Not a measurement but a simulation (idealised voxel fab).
Process module in this document: voxel self aligned vias
Cross-section cut: width 285 nm, square cells of 5 nm.
How to read a cross-section here: the picture is a grid of square cells, written as bands going from the top down, and any band can span one or more rows of cells. Top, bottom (nm), then materials left to right with widths (nm); lone material tagged "edge to edge" fills the whole band edge to edge; "blank" = empty space. Ref level 0: as-received wafer is one material below here. Bottom band extends down with no lower bound ("z 0 and below"). When a width is written as two numbers, as in "30->40", the first number is the width in the top row of cells of the band and the second is the width in its bottom row, and the width changes by the same amount from each row to the next. "same as before" (step): cross-section cells unchanged, all of them. Closed-off voids of 8+ cells (no open route to the top) go in "Trapped void list", written width x height at distance from the left edge, in nm. Past the settings on a step's line: simulator remark, on that step. Each step line may optionally specify "overlay nm", which for a step with a mask gives the rightward distance between the mask's planned place and where it lay, a negative value indicating the leftward direction. For the reader: what remains of this document is a series of pairs, each showing a cross-section before one process step and a cross-section after that step which reaches down only to the lowest band that changed, with the step between them and its settings set out under the pair. It should not be assumed that a pair continues from the pair above it; the pairs can come from different runs of this module on the same starting wafer, and such continuity exists only where the entry headed "Pre-process cross-section" says so.
Pre-process cross-section
  z 55 to 40 | resist: 115, blank: 15, resist: 30, blank: 15, resist: 110
  z 40 to 20 | SiO2 edge to edge
  z 20 to 15 | SiCN edge to edge
  z 15 to 0 | SiO2 edge to edge
  z 0 and below | Si edge to edge
  Trapped void list: none
State After Step
  z 55 to 40 | resist: 115, blank: 15, resist: 30, blank: 15, resist: 110
  z 40 to 20 | SiO2: 115, blank: 15, SiO2: 30, blank: 15, SiO2: 110
  Unchanged below 20.
  Trapped void list: none
Between the cross-sections above, the step performed was DIRECTIONAL_ETCH,etch materials SiO2,depth nm 20
Pre-process cross-section: Reference is made to the cross-section shown after the step in the pair directly above, which represents the state prior to this step.
State After Step
  z 40 to 20 | SiO2: 115, blank: 15, SiO2: 30, blank: 15, SiO2: 110
  Unchanged below 20.
  Trapped void list: none
Between the cross-sections above, the step performed was STRIP,etch materials resist
Pre-process cross-section: Reference is made to the cross-section shown after the step in the pair directly above, which represents the state prior to this step.
State After Step
  z 45 to 40 | TiN: 120, blank: 5, TiN: 40, blank: 5, TiN: 115
  z 40 to 25 | SiO2: 115, TiN: 5, blank: 5, TiN: 5, SiO2: 30, TiN: 5, blank: 5, TiN: 5, SiO2: 110
  z 25 to 20 | SiO2: 115, TiN: 15, SiO2: 30, TiN: 15, SiO2: 110
  Unchanged below 20.
  Trapped void list: none
Between the cross-sections above, the step performed was CONFORMAL_DEP,material TiN,thk nm 5
Pre-process cross-section: Reference is made to the cross-section shown after the step in the pair directly above, which represents the state prior to this step.
State After Step
  z 50 to 45 | W edge to edge
  z 45 to 40 | TiN: 120, W: 5, TiN: 40, W: 5, TiN: 115
  z 40 to 25 | SiO2: 115, TiN: 5, W: 5, TiN: 5, SiO2: 30, TiN: 5, W: 5, TiN: 5, SiO2: 110
  Unchanged below 25.
  Trapped void list: none
Between the cross-sections above, the step performed was FILL_DEP,material W,thk nm 5
Pre-process cross-section: Reference is made to the cross-section shown after the step in the pair directly above, which represents the state prior to this step.
State After Step
  z 40 to 25 | SiO2: 115, TiN: 5, W: 5, TiN: 5, SiO2: 30, TiN: 5, W: 5, TiN: 5, SiO2: 110
  Unchanged below 25.
  Trapped void list: none
Between the cross-sections above, the step performed was CMP,height nm 40
Pre-process cross-section: Reference is made to the cross-section shown after the step in the pair directly above, which represents the state prior to this step.
State After Step
  z 40 to 35 | SiO2: 115, blank: 15, SiO2: 30, blank: 15, SiO2: 110
  Unchanged below 35.
  Trapped void list: none
Between the cross-sections above, the step performed was SELECTIVE_ETCH,etch materials W Ru TiN,depth nm 5
Pre-process cross-section: Reference is made to the cross-section shown after the step in the pair directly above, which represents the state prior to this step.
State After Step
  z 50 to 40 | SiN edge to edge
  z 40 to 35 | SiO2: 115, SiN: 15, SiO2: 30, SiN: 15, SiO2: 110
  Unchanged below 35.
  Trapped void list: none
Between the cross-sections above, the step performed was FILL_DEP,material SiN,thk nm 10
Pre-process cross-section: Reference is made to the cross-section shown after the step in the pair directly above, which represents the state prior to this step.
State After Step
  z 40 to 35 | SiO2: 115, SiN: 15, SiO2: 30, SiN: 15, SiO2: 110
  Unchanged below 35.
  Trapped void list: none
Between the cross-sections above, the step performed was CMP,height nm 40
Pre-process cross-section: Reference is made to the cross-section shown after the step in the pair directly above, which represents the state prior to this step.
State After Step
  z 55 to 40 | SiO2 edge to edge
  Unchanged below 40.
  Trapped void list: none
Between the cross-sections above, the step performed was DIRECTIONAL_DEP,material SiO2,thk nm 15
Pre-process cross-section: Reference is made to the cross-section shown after the step in the pair directly above, which represents the state prior to this step.
State After Step
  z 70 to 55 | aC edge to edge
  Unchanged below 55.
  Trapped void list: none
Between the cross-sections above, the step performed was DIRECTIONAL_DEP,material aC,thk nm 15
Pre-process cross-section: Reference is made to the cross-section shown after the step in the pair directly above, which represents the state prior to this step.
State After Step
  z 100 to 70 | resist: 105, blank: 30, resist: 150
  Unchanged below 70.
  Trapped void list: none
Between the cross-sections above, the step performed was PATTERN,tone open,mask id VIAS,material resist,width nm 30,thk nm 30,overlay nm 0
Pre-process cross-section: Reference is made to the cross-section shown after the step in the pair directly above, which represents the state prior to this step.
State After Step
  z 85 to 70 | resist: 105, blank: 30, resist: 150
  z 70 to 55 | aC: 105, blank: 30, aC: 150
  Unchanged below 55.
  Trapped void list: none
Between the cross-sections above, the step performed was DIRECTIONAL_ETCH,etch materials aC,depth nm 15
Pre-process cross-section: Reference is made to the cross-section shown after the step in the pair directly above, which represents the state prior to this step.
State After Step
  z 70 to 55 | aC: 105, blank: 30, aC: 150
  Unchanged below 55.
  Trapped void list: none
Between the cross-sections above, the step performed was STRIP,etch materials resist
Pre-process cross-section: Reference is made to the cross-section shown after the step in the pair directly above, which represents the state prior to this step.
State After Step
  z 70 to 55 | aC: 105, blank: 30, aC: 150
  z 55 to 40 | SiO2: 105, blank: 30, SiO2: 150
  Unchanged below 40.
  Trapped void list: none
Between the cross-sections above, the step performed was DIRECTIONAL_ETCH,etch materials SiO2,depth nm 15
Pre-process cross-section: Reference is made to the cross-section shown after the step in the pair directly above, which represents the state prior to this step.
State After Step
  z 70 to 55 | aC: 105, blank: 30, aC: 150
  z 55 to 40 | SiO2: 105, blank: 30, SiO2: 150
  z 40 to 35 | SiO2: 115, blank: 15, SiO2: 30, SiN: 15, SiO2: 110
  Unchanged below 35.
  Trapped void list: none
Between the cross-sections above, the step performed was DIRECTIONAL_ETCH,etch materials SiN,depth nm 5
Pre-process cross-section: Reference is made to the cross-section shown after the step in the pair directly above, which represents the state prior to this step.
State After Step
  z 55 to 40 | SiO2: 105, blank: 30, SiO2: 150
  Unchanged below 40.
  Trapped void list: none
Between the cross-sections above, the step performed was STRIP,etch materials aC
Pre-process cross-section: Reference is made to the cross-section shown after the step in the pair directly above, which represents the state prior to this step.
State After Step
  z 60 to 55 | TiN: 110, blank: 20, TiN: 155
  z 55 to 45 | SiO2: 105, TiN: 5, blank: 20, TiN: 5, SiO2: 150
  z 45 to 40 | SiO2: 105, TiN: 15, blank: 5, TiN: 10, SiO2: 150
  z 40 to 35 | SiO2: 115, TiN: 15, SiO2: 30, SiN: 15, SiO2: 110
  Unchanged below 35.
  Trapped void list: none
Between the cross-sections above, the step performed was CONFORMAL_DEP,material TiN,thk nm 5
Pre-process cross-section: Reference is made to the cross-section shown after the step in the pair directly above, which represents the state prior to this step.
State After Step
  z 65 to 60 | W edge to edge
  z 60 to 55 | TiN: 110, W: 20, TiN: 155
  z 55 to 45 | SiO2: 105, TiN: 5, W: 20, TiN: 5, SiO2: 150
  z 45 to 40 | SiO2: 105, TiN: 15, W: 5, TiN: 10, SiO2: 150
  Unchanged below 40.
  Trapped void list: none
Between the cross-sections above, the step performed was FILL_DEP,material W,thk nm 5
Pre-process cross-section: Reference is made to the cross-section shown after the step in the pair directly above, which represents the state prior to this step.
State After Step
  z 55 to 45 | SiO2: 105, TiN: 5, W: 20, TiN: 5, SiO2: 150
  Unchanged below 45.
  Trapped void list: none
Between the cross-sections above, the step performed was CMP,height nm 55
Pre-process cross-section: Reference is made to the cross-section shown after the step in the pair directly above, which represents the state prior to this step.
State After Step
  z 60 to 55 | SiN edge to edge
  Unchanged below 55.
  Trapped void list: none
Between the cross-sections above, the step performed was CONFORMAL_DEP,material SiN,thk nm 5
Pre-process cross-section
  z 70 to 55 | aC edge to edge
  z 55 to 40 | SiO2 edge to edge
  z 40 to 35 | SiO2: 110, SiN: 20, SiO2: 25, SiN: 20, SiO2: 110
  z 35 to 25 | SiO2: 110, TiN: 5, W: 10, TiN: 5, SiO2: 25, TiN: 5, W: 10, TiN: 5, SiO2: 110
  z 25 to 20 | SiO2: 110, TiN: 20, SiO2: 25, TiN: 20, SiO2: 110
  z 20 to 15 | SiCN edge to edge
  z 15 to 0 | SiO2 edge to edge
  z 0 and below | Si edge to edge
  Trapped void list: none
State After Step
  z 100 to 70 | resist: 110, blank: 30, resist: 145
  Unchanged below 70.
  Trapped void list: none
Between the cross-sections above, the step performed was PATTERN,tone open,mask id VIAS,material resist,width nm 30,thk nm 30,overlay nm 5
Pre-process cross-section: Reference is made to the cross-section shown after the step in the pair directly above, which represents the state prior to this step.
State After Step
  z 85 to 70 | resist: 110, blank: 30, resist: 145
  z 70 to 55 | aC: 110, blank: 30, aC: 145
  Unchanged below 55.
  Trapped void list: none
Between the cross-sections above, the step performed was DIRECTIONAL_ETCH,etch materials aC,depth nm 15
Pre-process cross-section: Reference is made to the cross-section shown after the step in the pair directly above, which represents the state prior to this step.
State After Step
  z 70 to 55 | aC: 110, blank: 30, aC: 145
  Unchanged below 55.
  Trapped void list: none
Between the cross-sections above, the step performed was STRIP,etch materials resist
Pre-process cross-section: Reference is made to the cross-section shown after the step in the pair directly above, which represents the state prior to this step.
State After Step
  z 70 to 55 | aC: 110, blank: 30, aC: 145
  z 55 to 40 | SiO2: 110, blank: 30, SiO2: 145
  Unchanged below 40.
  Trapped void list: none
Between the cross-sections above, the step performed was DIRECTIONAL_ETCH,etch materials SiO2,depth nm 15
Pre-process cross-section: Reference is made to the cross-section shown after the step in the pair directly above, which represents the state prior to this step.
State After Step
  z 70 to 55 | aC: 110, blank: 30, aC: 145
  z 55 to 40 | SiO2: 110, blank: 30, SiO2: 145
  z 40 to 35 | SiO2: 110, blank: 20, SiO2: 25, SiN: 20, SiO2: 110
  Unchanged below 35.
  Trapped void list: none
Between the cross-sections above, the step performed was DIRECTIONAL_ETCH,etch materials SiN,depth nm 5
Pre-process cross-section: Reference is made to the cross-section shown after the step in the pair directly above, which represents the state prior to this step.
State After Step
  z 55 to 40 | SiO2: 110, blank: 30, SiO2: 145
  Unchanged below 40.
  Trapped void list: none
Between the cross-sections above, the step performed was STRIP,etch materials aC
Pre-process cross-section: Reference is made to the cross-section shown after the step in the pair directly above, which represents the state prior to this step.
State After Step
  z 60 to 55 | TiN: 115, blank: 20, TiN: 150
  z 55 to 45 | SiO2: 110, TiN: 5, blank: 20, TiN: 5, SiO2: 145
  z 45 to 40 | SiO2: 110, TiN: 5, blank: 10, TiN: 15, SiO2: 145
  z 40 to 35 | SiO2: 110, TiN: 20, SiO2: 25, SiN: 20, SiO2: 110
  Unchanged below 35.
  Trapped void list: none
Between the cross-sections above, the step performed was CONFORMAL_DEP,material TiN,thk nm 5
Pre-process cross-section: Reference is made to the cross-section shown after the step in the pair directly above, which represents the state prior to this step.
State After Step
  z 65 to 60 | W edge to edge
  z 60 to 55 | TiN: 115, W: 20, TiN: 150
  z 55 to 45 | SiO2: 110, TiN: 5, W: 20, TiN: 5, SiO2: 145
  z 45 to 40 | SiO2: 110, TiN: 5, W: 10, TiN: 15, SiO2: 145
  Unchanged below 40.
  Trapped void list: none
Between the cross-sections above, the step performed was FILL_DEP,material W,thk nm 5
Pre-process cross-section: Reference is made to the cross-section shown after the step in the pair directly above, which represents the state prior to this step.
State After Step
  z 55 to 45 | SiO2: 110, TiN: 5, W: 20, TiN: 5, SiO2: 145
  Unchanged below 45.
  Trapped void list: none
Between the cross-sections above, the step performed was CMP,height nm 55
Pre-process cross-section: Reference is made to the cross-section shown after the step in the pair directly above, which represents the state prior to this step.
State After Step
  z 60 to 55 | SiN edge to edge
  Unchanged below 55.
  Trapped void list: none
Between the cross-sections above, the step performed was CONFORMAL_DEP,material SiN,thk nm 5
Pre-process cross-section
  z 60 to 55 | TiN: 110, blank: 20, TiN: 155
  z 55 to 45 | SiO2: 105, TiN: 5, blank: 20, TiN: 5, SiO2: 150
  z 45 to 40 | SiO2: 105, TiN: 10, blank: 10, TiN: 10, SiO2: 150
  z 40 to 35 | SiO2: 110, TiN: 20, SiO2: 25, SiN: 20, SiO2: 110
  z 35 to 25 | SiO2: 110, TiN: 5, W: 10, TiN: 5, SiO2: 25, TiN: 5, W: 10, TiN: 5, SiO2: 110
  z 25 to 20 | SiO2: 110, TiN: 20, SiO2: 25, TiN: 20, SiO2: 110
  z 20 to 15 | SiCN edge to edge
  z 15 to 0 | SiO2 edge to edge
  z 0 and below | Si edge to edge
  Trapped void list: none
State After Step
  z 65 to 60 | SiCN edge to edge
  z 60 to 55 | TiN: 110, SiCN: 20, TiN: 155
  z 55 to 45 | SiO2: 105, TiN: 5, SiCN: 20, TiN: 5, SiO2: 150
  z 45 to 40 | SiO2: 105, TiN: 10, SiCN: 10, TiN: 10, SiO2: 150
  Unchanged below 40.
  Trapped void list: none
Between the cross-sections above, the step performed was FILL_DEP,material SiCN,thk nm 5
Pre-process cross-section: Reference is made to the cross-section shown after the step in the pair directly above, which represents the state prior to this step.
State After Step
  z 55 to 45 | SiO2: 105, TiN: 5, SiCN: 20, TiN: 5, SiO2: 150
  Unchanged below 45.
  Trapped void list: none
Between the cross-sections above, the step performed was CMP,height nm 55
Pre-process cross-section: Reference is made to the cross-section shown after the step in the pair directly above, which represents the state prior to this step.
State After Step
  z 60 to 55 | SiN edge to edge
  Unchanged below 55.
  Trapped void list: none
Between the cross-sections above, the step performed was CONFORMAL_DEP,material SiN,thk nm 5
Pre-process cross-section
  z 40 to 20 | SiO2 edge to edge
  z 20 to 15 | SiCN edge to edge
  z 15 to 0 | SiO2 edge to edge
  z 0 and below | Si edge to edge
  Trapped void list: none
State After Step
  z 55 to 40 | blank: 110, resist: 20, blank: 25, resist: 20, blank: 110
  Unchanged below 40.
  Trapped void list: none
Between the cross-sections above, the step performed was PATTERN,tone cover,mask id LINES,material resist,width nm 20,pitch nm 45,thk nm 15,overlay nm 0
Pre-process cross-section: Reference is made to the cross-section shown after the step in the pair directly above, which represents the state prior to this step.
State After Step
  z 55 to 40 | blank: 110, resist: 20, blank: 25, resist: 20, blank: 110
  z 40 to 20 | blank: 110, SiO2: 20, blank: 25, SiO2: 20, blank: 110
  Unchanged below 20.
  Trapped void list: none
Between the cross-sections above, the step performed was DIRECTIONAL_ETCH,etch materials SiO2,depth nm 20
Pre-process cross-section: Reference is made to the cross-section shown after the step in the pair directly above, which represents the state prior to this step.
State After Step
  z 40 to 20 | blank: 110, SiO2: 20, blank: 25, SiO2: 20, blank: 110
  Unchanged below 20.
  Trapped void list: none
Between the cross-sections above, the step performed was STRIP,etch materials resist
Pre-process cross-section: Reference is made to the cross-section shown after the step in the pair directly above, which represents the state prior to this step.
State After Step
  z 45 to 40 | blank: 105, TiN: 30, blank: 15, TiN: 30, blank: 105
  z 40 to 25 | blank: 105, TiN: 5, SiO2: 20, TiN: 5, blank: 15, TiN: 5, SiO2: 20, TiN: 5, blank: 105
  z 25 to 20 | TiN: 110, SiO2: 20, TiN: 25, SiO2: 20, TiN: 110
  Unchanged below 20.
  Trapped void list: none
Between the cross-sections above, the step performed was CONFORMAL_DEP,material TiN,thk nm 5
Pre-process cross-section: Reference is made to the cross-section shown after the step in the pair directly above, which represents the state prior to this step.
State After Step
  z 50 to 45 | W edge to edge
  z 45 to 40 | W: 105, TiN: 30, W: 15, TiN: 30, W: 105
  z 40 to 25 | W: 105, TiN: 5, SiO2: 20, TiN: 5, W: 15, TiN: 5, SiO2: 20, TiN: 5, W: 105
  Unchanged below 25.
  Trapped void list: none
Between the cross-sections above, the step performed was FILL_DEP,material W,thk nm 5
Pre-process cross-section: Reference is made to the cross-section shown after the step in the pair directly above, which represents the state prior to this step.
State After Step
  z 40 to 25 | W: 105, TiN: 5, SiO2: 20, TiN: 5, W: 15, TiN: 5, SiO2: 20, TiN: 5, W: 105
  Unchanged below 25.
  Trapped void list: none
Between the cross-sections above, the step performed was CMP,height nm 40
Pre-process cross-section: Reference is made to the cross-section shown after the step in the pair directly above, which represents the state prior to this step.
State After Step
  z 40 to 35 | blank: 110, SiO2: 20, blank: 25, SiO2: 20, blank: 110
  Unchanged below 35.
  Trapped void list: none
Between the cross-sections above, the step performed was SELECTIVE_ETCH,etch materials W Ru TiN,depth nm 5
Pre-process cross-section: Reference is made to the cross-section shown after the step in the pair directly above, which represents the state prior to this step.
State After Step
  z 50 to 40 | SiN edge to edge
  z 40 to 35 | SiN: 110, SiO2: 20, SiN: 25, SiO2: 20, SiN: 110
  Unchanged below 35.
  Trapped void list: none
Between the cross-sections above, the step performed was FILL_DEP,material SiN,thk nm 10
Pre-process cross-section: Reference is made to the cross-section shown after the step in the pair directly above, which represents the state prior to this step.
State After Step
  z 40 to 35 | SiN: 110, SiO2: 20, SiN: 25, SiO2: 20, SiN: 110
  Unchanged below 35.
  Trapped void list: none
Between the cross-sections above, the step performed was CMP,height nm 40
Pre-process cross-section: Reference is made to the cross-section shown after the step in the pair directly above, which represents the state prior to this step.
State After Step
  z 55 to 40 | SiO2 edge to edge
  Unchanged below 40.
  Trapped void list: none
Between the cross-sections above, the step performed was DIRECTIONAL_DEP,material SiO2,thk nm 15
Pre-process cross-section: Reference is made to the cross-section shown after the step in the pair directly above, which represents the state prior to this step.
State After Step
  z 70 to 55 | aC edge to edge
  Unchanged below 55.
  Trapped void list: none
Between the cross-sections above, the step performed was DIRECTIONAL_DEP,material aC,thk nm 15
Pre-process cross-section: Reference is made to the cross-section shown after the step in the pair directly above, which represents the state prior to this step.
State After Step
  z 100 to 70 | resist: 105, blank: 30, resist: 150
  Unchanged below 70.
  Trapped void list: none
Between the cross-sections above, the step performed was PATTERN,tone open,mask id VIAS,material resist,width nm 30,thk nm 30,overlay nm 0
Pre-process cross-section: Reference is made to the cross-section shown after the step in the pair directly above, which represents the state prior to this step.
State After Step
  z 85 to 70 | resist: 105, blank: 30, resist: 150
  z 70 to 55 | aC: 105, blank: 30, aC: 150
  Unchanged below 55.
  Trapped void list: none
Between the cross-sections above, the step performed was DIRECTIONAL_ETCH,etch materials aC,depth nm 15
Pre-process cross-section: Reference is made to the cross-section shown after the step in the pair directly above, which represents the state prior to this step.
State After Step
  z 70 to 55 | aC: 105, blank: 30, aC: 150
  Unchanged below 55.
  Trapped void list: none
Between the cross-sections above, the step performed was STRIP,etch materials resist
Pre-process cross-section: Reference is made to the cross-section shown after the step in the pair directly above, which represents the state prior to this step.
State After Step
  z 70 to 55 | aC: 105, blank: 30, aC: 150
  z 55 to 40 | SiO2: 105, blank: 30, SiO2: 150
  Unchanged below 40.
  Trapped void list: none
Between the cross-sections above, the step performed was DIRECTIONAL_ETCH,etch materials SiO2,depth nm 15
Pre-process cross-section: Reference is made to the cross-section shown after the step in the pair directly above, which represents the state prior to this step.
State After Step
  z 70 to 55 | aC: 105, blank: 30, aC: 150
  z 55 to 40 | SiO2: 105, blank: 30, SiO2: 150
  z 40 to 35 | SiN: 105, blank: 5, SiO2: 20, blank: 5, SiN: 20, SiO2: 20, SiN: 110
  Unchanged below 35.
  Trapped void list: none
Between the cross-sections above, the step performed was DIRECTIONAL_ETCH,etch materials SiN,depth nm 5
Pre-process cross-section: Reference is made to the cross-section shown after the step in the pair directly above, which represents the state prior to this step.
State After Step
  z 55 to 40 | SiO2: 105, blank: 30, SiO2: 150
  Unchanged below 40.
  Trapped void list: none
Between the cross-sections above, the step performed was STRIP,etch materials aC
Pre-process cross-section: Reference is made to the cross-section shown after the step in the pair directly above, which represents the state prior to this step.
State After Step
  z 60 to 55 | TiN: 110, blank: 20, TiN: 155
  z 55 to 45 | SiO2: 105, TiN: 5, blank: 20, TiN: 5, SiO2: 150
  z 45 to 40 | SiO2: 105, TiN: 30, SiO2: 150
  z 40 to 35 | SiN: 105, TiN: 5, SiO2: 20, TiN: 5, SiN: 20, SiO2: 20, SiN: 110
  Unchanged below 35.
  Trapped void list: none
Between the cross-sections above, the step performed was CONFORMAL_DEP,material TiN,thk nm 5
Pre-process cross-section: Reference is made to the cross-section shown after the step in the pair directly above, which represents the state prior to this step.
State After Step
  z 65 to 60 | W edge to edge
  z 60 to 55 | TiN: 110, W: 20, TiN: 155
  z 55 to 45 | SiO2: 105, TiN: 5, W: 20, TiN: 5, SiO2: 150
  Unchanged below 45.
  Trapped void list: none
Between the cross-sections above, the step performed was FILL_DEP,material W,thk nm 5
Pre-process cross-section: Reference is made to the cross-section shown after the step in the pair directly above, which represents the state prior to this step.
State After Step
  z 55 to 45 | SiO2: 105, TiN: 5, W: 20, TiN: 5, SiO2: 150
  Unchanged below 45.
  Trapped void list: none
Between the cross-sections above, the step performed was CMP,height nm 55
Pre-process cross-section: Reference is made to the cross-section shown after the step in the pair directly above, which represents the state prior to this step.
State After Step
  z 60 to 55 | SiN edge to edge
  Unchanged below 55.
  Trapped void list: none
Between the cross-sections above, the step performed was CONFORMAL_DEP,material SiN,thk nm 5
